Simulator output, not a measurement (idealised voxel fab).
Process module in this document: voxel transistor to metal
cross-section cut | 200 nm wide | cells 5 nm
In what follows, cross-sections appear as grids of square cells, described through bands that run from the top down, where every band is one or more rows of cells. Band entry format. Leading values: height of top, height of bottom, nm. Remainder: materials in left-to-right order, each with its width in nm. Special words: "edge to edge" on a single material, which then fills the band edge to edge; "air", empty space. Measure heights from 0. That's the level where, below it, the as-received wafer is all one material. The lowest band is bottomless and extends downward; write it as in "0..down". Think of "30->40" as a width that walks from the first number to the second as you go down the band, top row to bottom row, taking equal-sized steps from row to row. Reading "nothing different" for a step: not a cell of the cross-section changed in it. If an empty space has no open way to the top and is at least 8 cells in size, "Trapped void list" lists it, written width x height at distance, where distance is measured from the left edge and every value is in nm. On a step's line, text after the settings is the simulator commenting on that step. The optional step-line setting "overlay nm" applies to steps with a mask and quantifies how far to the right of its planned location the mask lay, a negative value indicating leftward placement. Before/after cross-section pairs, one process step each; after shown to lowest changed band; step and settings beneath. Pairs may be from different runs of this module on the same starting wafer; a pair continues from the one above only where its "Pre-step snapshot" entry says so.

[Pre-step snapshot]
40..10  SiO2 50; air 20; SiO2 60; air 20; SiO2 50
10..5  SiO2 50; air 20; SiO2 5; SiN 10; HfO2 5; TiN 5; W 10; TiN 5; HfO2 5; SiN 10; SiO2 5; air 20; SiO2 50
5..0  SiO2 75; SiN 10; HfO2 5; TiN 5; W 10; TiN 5; HfO2 5; SiN 10; SiO2 75
0..-5  SiO2 40; SiN 10; SiGe 10; SiO2 5; SiGe 10; SiN 10; HfO2 5; TiN 20; HfO2 5; SiN 10; SiGe 10; SiO2 5; SiGe 10; SiN 10; SiO2 40
-5..-10  SiO2 50; SiGe 10; SiO2 5; SiGe 10; SiO2 5; HfO2 40; SiO2 5; SiGe 10; SiO2 5; SiGe 10; SiO2 50
-10..-20  SiO2 45; Si 5; SiGe 25; Si 50; SiGe 25; Si 5; SiO2 45
-20..-30  SiO2 45; Si 110; SiO2 45
-30..down  Si edge to edge
Trapped void list: none

[Structure After Step]
45..40  TiN 55; air 10; TiN 70; air 10; TiN 55
40..10  SiO2 50; TiN 5; air 10; TiN 5; SiO2 60; TiN 5; air 10; TiN 5; SiO2 50
10..5  SiO2 50; TiN 20; SiO2 5; SiN 10; HfO2 5; TiN 5; W 10; TiN 5; HfO2 5; SiN 10; SiO2 5; TiN 20; SiO2 50
Anything lower than 5 is untouched.
Trapped void list: none
Quick note on the step between the two cross-sections above: CONFORMAL_DEP: material TiN, thk nm 5

Pre-step snapshot: the cross-section after the pair above

[Structure After Step]
50..45  W edge to edge
45..40  TiN 55; W 10; TiN 70; W 10; TiN 55
40..10  SiO2 50; TiN 5; W 10; TiN 5; SiO2 60; TiN 5; W 10; TiN 5; SiO2 50
Anything lower than 10 is untouched.
Trapped void list: none
Quick note on the step between the two cross-sections above: FILL_DEP: material W, thk nm 5

Pre-step snapshot: the cross-section after the pair above

[Structure After Step]
25..10  SiO2 50; TiN 5; W 10; TiN 5; SiO2 60; TiN 5; W 10; TiN 5; SiO2 50
Anything lower than 10 is untouched.
Trapped void list: none
Quick note on the step between the two cross-sections above: CMP: height nm 25

Pre-step snapshot: the cross-section after the pair above

[Structure After Step]
30..25  TiN edge to edge
Anything lower than 25 is untouched.
Trapped void list: none
Quick note on the step between the two cross-sections above: DIRECTIONAL_DEP: material TiN, thk nm 5

Pre-step snapshot: the cross-section after the pair above

[Structure After Step]
50..30  W edge to edge
Anything lower than 30 is untouched.
Trapped void list: none
Quick note on the step between the two cross-sections above: DIRECTIONAL_DEP: material W, thk nm 20

Pre-step snapshot: the cross-section after the pair above

[Structure After Step]
60..50  aC edge to edge
Anything lower than 50 is untouched.
Trapped void list: none
Quick note on the step between the two cross-sections above: DIRECTIONAL_DEP: material aC, thk nm 10

Pre-step snapshot: the cross-section after the pair above

[Structure After Step]
85..60  air 50; resist 20; air 60; resist 20; air 50
Anything lower than 60 is untouched.
Trapped void list: none
Quick note on the step between the two cross-sections above: PATTERN: tone cover, mask id METAL_1, material resist, width nm 20, pitch nm 80, thk nm 25, overlay nm 0

Pre-step snapshot: the cross-section after the pair above

[Structure After Step]
75..60  air 50; resist 20; air 60; resist 20; air 50
60..50  air 50; aC 20; air 60; aC 20; air 50
Anything lower than 50 is untouched.
Trapped void list: none
Quick note on the step between the two cross-sections above: DIRECTIONAL_ETCH: etch materials aC, depth nm 10

Pre-step snapshot: the cross-section after the pair above

[Structure After Step]
60..50  air 50; aC 20; air 60; aC 20; air 50
Anything lower than 50 is untouched.
Trapped void list: none
Quick note on the step between the two cross-sections above: STRIP: etch materials resist

Pre-step snapshot: the cross-section after the pair above

[Structure After Step]
60..50  air 50; aC 20; air 60; aC 20; air 50
50..30  air 50; W 20; air 60; W 20; air 50
Anything lower than 30 is untouched.
Trapped void list: none
Quick note on the step between the two cross-sections above: DIRECTIONAL_ETCH: etch materials W, depth nm 20

Pre-step snapshot: the cross-section after the pair above

[Structure After Step]
60..50  air 50; aC 20; air 60; aC 20; air 50
50..30  air 50; W 20; air 60; W 20; air 50
30..25  air 50; TiN 20; air 60; TiN 20; air 50
Anything lower than 25 is untouched.
Trapped void list: none
Quick note on the step between the two cross-sections above: DIRECTIONAL_ETCH: etch materials TiN, depth nm 5

Pre-step snapshot: the cross-section after the pair above

[Structure After Step]
50..30  air 50; W 20; air 60; W 20; air 50
Anything lower than 30 is untouched.
Trapped void list: none
Quick note on the step between the two cross-sections above: STRIP: etch materials aC

Pre-step snapshot: the cross-section after the pair above

[Structure After Step]
55..50  air 45; SiN 30; air 50; SiN 30; air 45
50..30  air 45; SiN 5; W 20; SiN 5; air 50; SiN 5; W 20; SiN 5; air 45
30..25  SiN 50; TiN 20; SiN 60; TiN 20; SiN 50
Anything lower than 25 is untouched.
Trapped void list: none
Quick note on the step between the two cross-sections above: CONFORMAL_DEP: material SiN, thk nm 5

Pre-step snapshot: the cross-section after the pair above

[Structure After Step]
65..55  SiO2 edge to edge
55..50  SiO2 45; SiN 30; SiO2 50; SiN 30; SiO2 45
50..30  SiO2 45; SiN 5; W 20; SiN 5; SiO2 50; SiN 5; W 20; SiN 5; SiO2 45
Anything lower than 30 is untouched.
Trapped void list: none
Quick note on the step between the two cross-sections above: FILL_DEP: material SiO2, thk nm 10

Pre-step snapshot: the cross-section after the pair above

[Structure After Step]
50..30  SiO2 45; SiN 5; W 20; SiN 5; SiO2 50; SiN 5; W 20; SiN 5; SiO2 45
Anything lower than 30 is untouched.
Trapped void list: none
Quick note on the step between the two cross-sections above: CMP: height nm 50

Pre-step snapshot: the cross-section after the pair above

[Structure After Step]
55..50  SiN edge to edge
Anything lower than 50 is untouched.
Trapped void list: none
Quick note on the step between the two cross-sections above: CONFORMAL_DEP: material SiN, thk nm 5

[Pre-step snapshot]
15..5  air 45; SiN 110; air 45
5..0  SiO2 45; SiN 110; SiO2 45
0..-5  SiO2 edge to edge
-5..-30  SiO2 45; Si 110; SiO2 45
-30..down  Si edge to edge
Trapped void list: none

[Structure After Step]
15..0  air 45; SiN 110; air 45
Anything lower than 0 is untouched.
Trapped void list: none
Quick note on the step between the two cross-sections above: SELECTIVE_ETCH: etch materials SiO2, depth nm 5

Pre-step snapshot: the cross-section after the pair above

[Structure After Step]
0..-5  SiO2 edge to edge
Anything lower than -5 is untouched.
Trapped void list: none
Quick note on the step between the two cross-sections above: STRIP: etch materials SiN

Pre-step snapshot: the cross-section after the pair above

[Structure After Step]
20..0  polySi edge to edge
Anything lower than 0 is untouched.
Trapped void list: none
Quick note on the step between the two cross-sections above: DIRECTIONAL_DEP: material polySi, thk nm 20

Pre-step snapshot: the cross-section after the pair above

[Structure After Step]
35..20  SiCN edge to edge
Anything lower than 20 is untouched.
Trapped void list: none
Quick note on the step between the two cross-sections above: DIRECTIONAL_DEP: material SiCN, thk nm 15

Pre-step snapshot: the cross-section after the pair above

[Structure After Step]
35..20  air 85; SiCN 30; air 85
Anything lower than 20 is untouched.
Trapped void list: none
Quick note on the step between the two cross-sections above: MASKED_ETCH: tone cover, mask id GATE, width nm 30, etch materials SiCN, depth nm 25, overlay nm 0

Pre-step snapshot: the cross-section after the pair above

[Structure After Step]
35..20  air 85; SiCN 30; air 85
20..0  air 85; polySi 30; air 85
Anything lower than 0 is untouched.
Trapped void list: none
Quick note on the step between the two cross-sections above: MASKED_ETCH: tone cover, mask id GATE, width nm 30, etch materials polySi, depth nm 30, overlay nm 0

Pre-step snapshot: the cross-section after the pair above

[Structure After Step]
45..35  air 75; SiN 50; air 75
35..20  air 75; SiN 10; SiCN 30; SiN 10; air 75
20..10  air 75; SiN 10; polySi 30; SiN 10; air 75
10..0  SiN 85; polySi 30; SiN 85
Anything lower than 0 is untouched.
Trapped void list: none
Quick note on the step between the two cross-sections above: CONFORMAL_DEP: material SiN, thk nm 10

Pre-step snapshot: the cross-section after the pair above

[Structure After Step]
35..20  air 75; SiN 10; SiCN 30; SiN 10; air 75
20..0  air 75; SiN 10; polySi 30; SiN 10; air 75
Anything lower than 0 is untouched.
Trapped void list: none
Quick note on the step between the two cross-sections above: DIRECTIONAL_ETCH: etch materials SiN, depth nm 10

Pre-step snapshot: the cross-section after the pair above

[Structure After Step]
35..20  air 75; SiN 10; SiCN 30; SiN 10; air 75
20..0  air 75; SiN 10; polySi 30; SiN 10; air 75
0..-5  air 75; SiO2 50; air 75
Anything lower than -5 is untouched.
Trapped void list: none
Quick note on the step between the two cross-sections above: DIRECTIONAL_ETCH: etch materials SiO2, depth nm 5

Pre-step snapshot: the cross-section after the pair above

[Structure After Step]
35..20  air 75; SiN 10; SiCN 30; SiN 10; air 75
20..0  air 75; SiN 10; polySi 30; SiN 10; air 75
0..-5  air 75; SiO2 50; air 75
-5..-15  SiO2 45; air 30; Si 50; air 30; SiO2 45
Anything lower than -15 is untouched.
Trapped void list: none
Quick note on the step between the two cross-sections above: DIRECTIONAL_ETCH: etch materials Si, depth nm 10

Pre-step snapshot: the cross-section after the pair above

[Structure After Step]
35..20  air 75; SiN 10; SiCN 30; SiN 10; air 75
20..5  air 75; SiN 10; polySi 30; SiN 10; air 75
5..0  air 65; SiGe 10; SiN 10; polySi 30; SiN 10; SiGe 10; air 65
0..-5  air 65; SiGe 10; SiO2 50; SiGe 10; air 65
-5..-15  SiO2 45; SiGe 30; Si 50; SiGe 30; SiO2 45
Anything lower than -15 is untouched.
Trapped void list: none
Quick note on the step between the two cross-sections above: EPI: material SiGe, thk nm 10

Pre-step snapshot: the cross-section after the pair above

[Structure After Step]
45..35  SiO2 edge to edge
35..20  SiO2 75; SiN 10; SiCN 30; SiN 10; SiO2 75
20..5  SiO2 75; SiN 10; polySi 30; SiN 10; SiO2 75
5..0  SiO2 65; SiGe 10; SiN 10; polySi 30; SiN 10; SiGe 10; SiO2 65
0..-5  SiO2 65; SiGe 10; SiO2 50; SiGe 10; SiO2 65
Anything lower than -5 is untouched.
Trapped void list: none
Quick note on the step between the two cross-sections above: FILL_DEP: material SiO2, thk nm 10

Pre-step snapshot: the cross-section after the pair above

[Structure After Step]
15..5  SiO2 75; SiN 10; polySi 30; SiN 10; SiO2 75
Anything lower than 5 is untouched.
Trapped void list: none
Quick note on the step between the two cross-sections above: CMP: height nm 15

Pre-step snapshot: the cross-section after the pair above

[Structure After Step]
15..5  SiO2 75; SiN 10; air 30; SiN 10; SiO2 75
5..0  SiO2 65; SiGe 10; SiN 10; air 30; SiN 10; SiGe 10; SiO2 65
Anything lower than 0 is untouched.
Trapped void list: none
Quick note on the step between the two cross-sections above: STRIP: etch materials polySi

Pre-step snapshot: the cross-section after the pair above

[Structure After Step]
15..10  air 75; SiN 10; air 30; SiN 10; air 75
10..5  SiO2 75; SiN 10; air 30; SiN 10; SiO2 75
5..0  SiO2 65; SiGe 10; SiN 10; air 30; SiN 10; SiGe 10; SiO2 65
0..-5  SiO2 65; SiGe 10; SiO2 5; air 40; SiO2 5; SiGe 10; SiO2 65
Anything lower than -5 is untouched.
Trapped void list: none
Quick note on the step between the two cross-sections above: SELECTIVE_ETCH: etch materials SiO2, depth nm 5

Pre-step snapshot: the cross-section after the pair above

[Structure After Step]
20..15  air 70; HfO2 20; air 20; HfO2 20; air 70
15..10  HfO2 75; SiN 10; HfO2 5; air 20; HfO2 5; SiN 10; HfO2 75
10..5  SiO2 75; SiN 10; HfO2 5; air 20; HfO2 5; SiN 10; SiO2 75
5..0  SiO2 65; SiGe 10; SiN 10; HfO2 5; air 20; HfO2 5; SiN 10; SiGe 10; SiO2 65
0..-5  SiO2 65; SiGe 10; SiO2 5; HfO2 40; SiO2 5; SiGe 10; SiO2 65
Anything lower than -5 is untouched.
Trapped void list: none
Quick note on the step between the two cross-sections above: CONFORMAL_DEP: material HfO2, thk nm 5

Pre-step snapshot: the cross-section after the pair above

[Structure After Step]
25..20  air 65; TiN 30; air 10; TiN 30; air 65
20..15  TiN 70; HfO2 20; TiN 5; air 10; TiN 5; HfO2 20; TiN 70
15..10  HfO2 75; SiN 10; HfO2 5; TiN 5; air 10; TiN 5; HfO2 5; SiN 10; HfO2 75
10..5  SiO2 75; SiN 10; HfO2 5; TiN 5; air 10; TiN 5; HfO2 5; SiN 10; SiO2 75
5..0  SiO2 65; SiGe 10; SiN 10; HfO2 5; TiN 20; HfO2 5; SiN 10; SiGe 10; SiO2 65
Anything lower than 0 is untouched.
Trapped void list: none
Quick note on the step between the two cross-sections above: CONFORMAL_DEP: material TiN, thk nm 5

Pre-step snapshot: the cross-section after the pair above

[Structure After Step]
35..25  W edge to edge
25..20  W 65; TiN 30; W 10; TiN 30; W 65
20..15  TiN 70; HfO2 20; TiN 5; W 10; TiN 5; HfO2 20; TiN 70
15..10  HfO2 75; SiN 10; HfO2 5; TiN 5; W 10; TiN 5; HfO2 5; SiN 10; HfO2 75
10..5  SiO2 75; SiN 10; HfO2 5; TiN 5; W 10; TiN 5; HfO2 5; SiN 10; SiO2 75
Anything lower than 5 is untouched.
Trapped void list: none
Quick note on the step between the two cross-sections above: FILL_DEP: material W, thk nm 10

Pre-step snapshot: the cross-section after the pair above

[Structure After Step]
10..5  SiO2 75; SiN 10; HfO2 5; TiN 5; W 10; TiN 5; HfO2 5; SiN 10; SiO2 75
Anything lower than 5 is untouched.
Trapped void list: none
Quick note on the step between the two cross-sections above: CMP: height nm 10

Pre-step snapshot: the cross-section after the pair above

[Structure After Step]
25..10  SiO2 edge to edge
Anything lower than 10 is untouched.
Trapped void list: none
Quick note on the step between the two cross-sections above: DIRECTIONAL_DEP: material SiO2, thk nm 15

Pre-step snapshot: the cross-section after the pair above

[Structure After Step]
25..10  SiO2 50; air 20; SiO2 60; air 20; SiO2 50
10..5  SiO2 50; air 20; SiO2 5; SiN 10; HfO2 5; TiN 5; W 10; TiN 5; HfO2 5; SiN 10; SiO2 5; air 20; SiO2 50
5..0  SiO2 50; air 15; SiGe 10; SiN 10; HfO2 5; TiN 20; HfO2 5; SiN 10; SiGe 10; air 15; SiO2 50
0..-5  SiO2 50; air 15; SiGe 10; SiO2 5; HfO2 40; SiO2 5; SiGe 10; air 15; SiO2 50
Anything lower than -5 is untouched.
Trapped void list: none
Quick note on the step between the two cross-sections above: MASKED_ETCH: tone open, mask id CONTACT, width nm 20, pitch nm 80, etch materials SiO2, depth nm 35, overlay nm 0

Pre-step snapshot: the cross-section after the pair above

[Structure After Step]
30..25  TiN 55; air 10; TiN 70; air 10; TiN 55
25..10  SiO2 50; TiN 5; air 10; TiN 5; SiO2 60; TiN 5; air 10; TiN 5; SiO2 50
10..5  SiO2 50; TiN 5; air 5; TiN 10; SiO2 5; SiN 10; HfO2 5; TiN 5; W 10; TiN 5; HfO2 5; SiN 10; SiO2 5; TiN 10; air 5; TiN 5; SiO2 50
5..0  SiO2 50; TiN 5; air 5; TiN 5; SiGe 10; SiN 10; HfO2 5; TiN 20; HfO2 5; SiN 10; SiGe 10; TiN 5; air 5; TiN 5; SiO2 50
0..-5  SiO2 50; TiN 15; SiGe 10; SiO2 5; HfO2 40; SiO2 5; SiGe 10; TiN 15; SiO2 50
Anything lower than -5 is untouched.
Trapped void list: none
Quick note on the step between the two cross-sections above: CONFORMAL_DEP: material TiN, thk nm 5

Pre-step snapshot: the cross-section after the pair above

[Structure After Step]
35..30  W edge to edge
30..25  TiN 55; W 10; TiN 70; W 10; TiN 55
25..10  SiO2 50; TiN 5; W 10; TiN 5; SiO2 60; TiN 5; W 10; TiN 5; SiO2 50
10..5  SiO2 50; TiN 5; W 5; TiN 10; SiO2 5; SiN 10; HfO2 5; TiN 5; W 10; TiN 5; HfO2 5; SiN 10; SiO2 5; TiN 10; W 5; TiN 5; SiO2 50
5..0  SiO2 50; TiN 5; W 5; TiN 5; SiGe 10; SiN 10; HfO2 5; TiN 20; HfO2 5; SiN 10; SiGe 10; TiN 5; W 5; TiN 5; SiO2 50
Anything lower than 0 is untouched.
Trapped void list: none
Quick note on the step between the two cross-sections above: FILL_DEP: material W, thk nm 5

Pre-step snapshot: the cross-section after the pair above

[Structure After Step]
25..10  SiO2 50; TiN 5; W 10; TiN 5; SiO2 60; TiN 5; W 10; TiN 5; SiO2 50
Anything lower than 10 is untouched.
Trapped void list: none
Quick note on the step between the two cross-sections above: CMP: height nm 25

Pre-step snapshot: the cross-section after the pair above

[Structure After Step]
30..25  TiN edge to edge
Anything lower than 25 is untouched.
Trapped void list: none
Quick note on the step between the two cross-sections above: DIRECTIONAL_DEP: material TiN, thk nm 5

Pre-step snapshot: the cross-section after the pair above

[Structure After Step]
50..30  W edge to edge
Anything lower than 30 is untouched.
Trapped void list: none
Quick note on the step between the two cross-sections above: DIRECTIONAL_DEP: material W, thk nm 20

Pre-step snapshot: the cross-section after the pair above

[Structure After Step]
60..50  aC edge to edge
Anything lower than 50 is untouched.
Trapped void list: none
Quick note on the step between the two cross-sections above: DIRECTIONAL_DEP: material aC, thk nm 10

Pre-step snapshot: the cross-section after the pair above

[Structure After Step]
85..60  air 50; resist 20; air 60; resist 20; air 50
Anything lower than 60 is untouched.
Trapped void list: none
Quick note on the step between the two cross-sections above: PATTERN: tone cover, mask id METAL_1, material resist, width nm 20, pitch nm 80, thk nm 25, overlay nm 0

Pre-step snapshot: the cross-section after the pair above

[Structure After Step]
75..60  air 50; resist 20; air 60; resist 20; air 50
60..50  air 50; aC 20; air 60; aC 20; air 50
Anything lower than 50 is untouched.
Trapped void list: none
Quick note on the step between the two cross-sections above: DIRECTIONAL_ETCH: etch materials aC, depth nm 10

Pre-step snapshot: the cross-section after the pair above

[Structure After Step]
60..50  air 50; aC 20; air 60; aC 20; air 50
Anything lower than 50 is untouched.
Trapped void list: none
Quick note on the step between the two cross-sections above: STRIP: etch materials resist

Pre-step snapshot: the cross-section after the pair above

[Structure After Step]
60..50  air 50; aC 20; air 60; aC 20; air 50
50..30  air 50; W 20; air 60; W 20; air 50
Anything lower than 30 is untouched.
Trapped void list: none
Quick note on the step between the two cross-sections above: DIRECTIONAL_ETCH: etch materials W, depth nm 20

Pre-step snapshot: the cross-section after the pair above

[Structure After Step]
60..50  air 50; aC 20; air 60; aC 20; air 50
50..30  air 50; W 20; air 60; W 20; air 50
30..25  air 50; TiN 20; air 60; TiN 20; air 50
Anything lower than 25 is untouched.
Trapped void list: none
Quick note on the step between the two cross-sections above: DIRECTIONAL_ETCH: etch materials TiN, depth nm 5

Pre-step snapshot: the cross-section after the pair above

[Structure After Step]
50..30  air 50; W 20; air 60; W 20; air 50
Anything lower than 30 is untouched.
Trapped void list: none
Quick note on the step between the two cross-sections above: STRIP: etch materials aC

Pre-step snapshot: the cross-section after the pair above

[Structure After Step]
55..50  air 45; SiN 30; air 50; SiN 30; air 45
50..30  air 45; SiN 5; W 20; SiN 5; air 50; SiN 5; W 20; SiN 5; air 45
30..25  SiN 50; TiN 20; SiN 60; TiN 20; SiN 50
Anything lower than 25 is untouched.
Trapped void list: none
Quick note on the step between the two cross-sections above: CONFORMAL_DEP: material SiN, thk nm 5

Pre-step snapshot: the cross-section after the pair above

[Structure After Step]
65..55  SiO2 edge to edge
55..50  SiO2 45; SiN 30; SiO2 50; SiN 30; SiO2 45
50..30  SiO2 45; SiN 5; W 20; SiN 5; SiO2 50; SiN 5; W 20; SiN 5; SiO2 45
Anything lower than 30 is untouched.
Trapped void list: none
Quick note on the step between the two cross-sections above: FILL_DEP: material SiO2, thk nm 10

Pre-step snapshot: the cross-section after the pair above

[Structure After Step]
50..30  SiO2 45; SiN 5; W 20; SiN 5; SiO2 50; SiN 5; W 20; SiN 5; SiO2 45
Anything lower than 30 is untouched.
Trapped void list: none
Quick note on the step between the two cross-sections above: CMP: height nm 50

Pre-step snapshot: the cross-section after the pair above

[Structure After Step]
55..50  SiN edge to edge
Anything lower than 50 is untouched.
Trapped void list: none
Quick note on the step between the two cross-sections above: CONFORMAL_DEP: material SiN, thk nm 5

[Pre-step snapshot]
15..0  air 45; SiN 110; air 45
0..-5  air 45; SiO2 110; air 45
-5..down  Si edge to edge
Trapped void list: none

[Structure After Step]
15..0  air 45; SiN 110; air 45
0..-5  air 45; SiO2 110; air 45
-5..-20  air 45; Si 110; air 45
Anything lower than -20 is untouched.
Trapped void list: none
Quick note on the step between the two cross-sections above: MASKED_ETCH: tone cover, mask id ACTIVE, width nm 110, etch materials Si, depth nm 15, overlay nm 0

Pre-step snapshot: the cross-section after the pair above

[Structure After Step]
20..15  SiO2 edge to edge
15..0  SiO2 45; SiN 110; SiO2 45
0..-5  SiO2 edge to edge
-5..-20  SiO2 45; Si 110; SiO2 45
Anything lower than -20 is untouched.
Trapped void list: none
Quick note on the step between the two cross-sections above: FILL_DEP: material SiO2, thk nm 5

Pre-step snapshot: the cross-section after the pair above

[Structure After Step]
15..0  SiO2 45; SiN 110; SiO2 45
Anything lower than 0 is untouched.
Trapped void list: none
Quick note on the step between the two cross-sections above: CMP: height nm 15

Pre-step snapshot: the cross-section after the pair above

[Structure After Step]
15..5  air 45; SiN 110; air 45
Anything lower than 5 is untouched.
Trapped void list: none
Quick note on the step between the two cross-sections above: SELECTIVE_ETCH: etch materials SiO2, depth nm 10

Pre-step snapshot: the cross-section after the pair above

[Structure After Step]
5..0  SiO2 45; air 110; SiO2 45
Anything lower than 0 is untouched.
Trapped void list: none
Quick note on the step between the two cross-sections above: STRIP: etch materials SiN

Pre-step snapshot: the cross-section after the pair above

[Structure After Step]
0..-5  SiO2 40; air 120; SiO2 40
Anything lower than -5 is untouched.
Trapped void list: none
Quick note on the step between the two cross-sections above: SELECTIVE_ETCH: etch materials SiO2, depth nm 5

Pre-step snapshot: the cross-section after the pair above

[Structure After Step]
0..-5  SiO2 40; air 120; SiO2 40
-5..-10  SiO2 edge to edge
Anything lower than -10 is untouched.
Trapped void list: none
Quick note on the step between the two cross-sections above: OXIDIZE: depth nm 5

Pre-step snapshot: the cross-section after the pair above

[Structure After Step]
20..15  polySi 40; air 120; polySi 40
15..0  polySi edge to edge
0..-5  SiO2 40; polySi 120; SiO2 40
Anything lower than -5 is untouched.
Trapped void list: none
Quick note on the step between the two cross-sections above: DIRECTIONAL_DEP: material polySi, thk nm 20

Pre-step snapshot: the cross-section after the pair above

[Structure After Step]
35..30  SiCN 40; air 120; SiCN 40
30..20  SiCN edge to edge
20..15  polySi 40; SiCN 120; polySi 40
Anything lower than 15 is untouched.
Trapped void list: none
Quick note on the step between the two cross-sections above: DIRECTIONAL_DEP: material SiCN, thk nm 15

Pre-step snapshot: the cross-section after the pair above

[Structure After Step]
30..20  air 85; SiCN 30; air 85
20..15  polySi 40; air 45; SiCN 30; air 45; polySi 40
Anything lower than 15 is untouched.
Trapped void list: none
Quick note on the step between the two cross-sections above: MASKED_ETCH: tone cover, mask id GATE, width nm 30, etch materials SiCN, depth nm 25, overlay nm 0

Pre-step snapshot: the cross-section after the pair above

[Structure After Step]
30..15  air 85; SiCN 30; air 85
15..0  air 85; polySi 30; air 85
0..-5  SiO2 40; air 45; polySi 30; air 45; SiO2 40
Anything lower than -5 is untouched.
Trapped void list: none
Quick note on the step between the two cross-sections above: MASKED_ETCH: tone cover, mask id GATE, width nm 30, etch materials polySi, depth nm 30, overlay nm 0

Pre-step snapshot: the cross-section after the pair above

[Structure After Step]
40..30  air 75; SiN 50; air 75
30..15  air 75; SiN 10; SiCN 30; SiN 10; air 75
15..10  air 75; SiN 10; polySi 30; SiN 10; air 75
10..5  SiN 50; air 25; SiN 10; polySi 30; SiN 10; air 25; SiN 50
5..0  SiN 85; polySi 30; SiN 85
0..-5  SiO2 40; SiN 45; polySi 30; SiN 45; SiO2 40
Anything lower than -5 is untouched.
Trapped void list: none
Quick note on the step between the two cross-sections above: CONFORMAL_DEP: material SiN, thk nm 10

Pre-step snapshot: the cross-section after the pair above

[Structure After Step]
30..15  air 75; SiN 10; SiCN 30; SiN 10; air 75
15..0  air 75; SiN 10; polySi 30; SiN 10; air 75
0..-5  SiO2 40; SiN 10; air 25; SiN 10; polySi 30; SiN 10; air 25; SiN 10; SiO2 40
Anything lower than -5 is untouched.
Trapped void list: none
Quick note on the step between the two cross-sections above: DIRECTIONAL_ETCH: etch materials SiN, depth nm 10

Pre-step snapshot: the cross-section after the pair above

[Structure After Step]
30..15  air 75; SiN 10; SiCN 30; SiN 10; air 75
15..0  air 75; SiN 10; polySi 30; SiN 10; air 75
0..-5  air 40; SiN 10; air 25; SiN 10; polySi 30; SiN 10; air 25; SiN 10; air 40
-5..-10  SiO2 50; air 25; SiO2 50; air 25; SiO2 50
Anything lower than -10 is untouched.
Trapped void list: none
Quick note on the step between the two cross-sections above: DIRECTIONAL_ETCH: etch materials SiO2, depth nm 5

Pre-step snapshot: the cross-section after the pair above

[Structure After Step]
30..15  air 75; SiN 10; SiCN 30; SiN 10; air 75
15..0  air 75; SiN 10; polySi 30; SiN 10; air 75
0..-5  air 40; SiN 10; air 25; SiN 10; polySi 30; SiN 10; air 25; SiN 10; air 40
-5..-10  SiO2 50; air 25; SiO2 50; air 25; SiO2 50
-10..-20  SiO2 45; Si 5; air 25; Si 50; air 25; Si 5; SiO2 45
Anything lower than -20 is untouched.
Trapped void list: none
Quick note on the step between the two cross-sections above: DIRECTIONAL_ETCH: etch materials Si, depth nm 10

Pre-step snapshot: the cross-section after the pair above

[Structure After Step]
30..15  air 75; SiN 10; SiCN 30; SiN 10; air 75
15..0  air 75; SiN 10; polySi 30; SiN 10; air 75
0..-5  air 40; SiN 10; SiGe 10; air 5; SiGe 10; SiN 10; polySi 30; SiN 10; SiGe 10; air 5; SiGe 10; SiN 10; air 40
-5..-10  SiO2 50; SiGe 10; air 5; SiGe 10; SiO2 50; SiGe 10; air 5; SiGe 10; SiO2 50
-10..-20  SiO2 45; Si 5; SiGe 25; Si 50; SiGe 25; Si 5; SiO2 45
Anything lower than -20 is untouched.
Trapped void list: none
Quick note on the step between the two cross-sections above: EPI: material SiGe, thk nm 10

Pre-step snapshot: the cross-section after the pair above

[Structure After Step]
40..30  SiO2 edge to edge
30..15  SiO2 75; SiN 10; SiCN 30; SiN 10; SiO2 75
15..0  SiO2 75; SiN 10; polySi 30; SiN 10; SiO2 75
0..-5  SiO2 40; SiN 10; SiGe 10; SiO2 5; SiGe 10; SiN 10; polySi 30; SiN 10; SiGe 10; SiO2 5; SiGe 10; SiN 10; SiO2 40
-5..-10  SiO2 50; SiGe 10; SiO2 5; SiGe 10; SiO2 50; SiGe 10; SiO2 5; SiGe 10; SiO2 50
Anything lower than -10 is untouched.
Trapped void list: none
Quick note on the step between the two cross-sections above: FILL_DEP: material SiO2, thk nm 10

Pre-step snapshot: the cross-section after the pair above

[Structure After Step]
15..0  SiO2 75; SiN 10; polySi 30; SiN 10; SiO2 75
Anything lower than 0 is untouched.
Trapped void list: none
Quick note on the step between the two cross-sections above: CMP: height nm 15

Pre-step snapshot: the cross-section after the pair above

[Structure After Step]
15..0  SiO2 75; SiN 10; air 30; SiN 10; SiO2 75
0..-5  SiO2 40; SiN 10; SiGe 10; SiO2 5; SiGe 10; SiN 10; air 30; SiN 10; SiGe 10; SiO2 5; SiGe 10; SiN 10; SiO2 40
Anything lower than -5 is untouched.
Trapped void list: none
Quick note on the step between the two cross-sections above: STRIP: etch materials polySi

Pre-step snapshot: the cross-section after the pair above

[Structure After Step]
15..10  air 75; SiN 10; air 30; SiN 10; air 75
10..0  SiO2 75; SiN 10; air 30; SiN 10; SiO2 75
0..-5  SiO2 40; SiN 10; SiGe 10; SiO2 5; SiGe 10; SiN 10; air 30; SiN 10; SiGe 10; SiO2 5; SiGe 10; SiN 10; SiO2 40
-5..-10  SiO2 50; SiGe 10; SiO2 5; SiGe 10; SiO2 5; air 40; SiO2 5; SiGe 10; SiO2 5; SiGe 10; SiO2 50
Anything lower than -10 is untouched.
Trapped void list: none
Quick note on the step between the two cross-sections above: SELECTIVE_ETCH: etch materials SiO2, depth nm 5

Pre-step snapshot: the cross-section after the pair above

[Structure After Step]
20..15  air 70; HfO2 20; air 20; HfO2 20; air 70
15..10  HfO2 75; SiN 10; HfO2 5; air 20; HfO2 5; SiN 10; HfO2 75
10..0  SiO2 75; SiN 10; HfO2 5; air 20; HfO2 5; SiN 10; SiO2 75
0..-5  SiO2 40; SiN 10; SiGe 10; SiO2 5; SiGe 10; SiN 10; HfO2 5; air 20; HfO2 5; SiN 10; SiGe 10; SiO2 5; SiGe 10; SiN 10; SiO2 40
-5..-10  SiO2 50; SiGe 10; SiO2 5; SiGe 10; SiO2 5; HfO2 40; SiO2 5; SiGe 10; SiO2 5; SiGe 10; SiO2 50
Anything lower than -10 is untouched.
Trapped void list: none
Quick note on the step between the two cross-sections above: CONFORMAL_DEP: material HfO2, thk nm 5
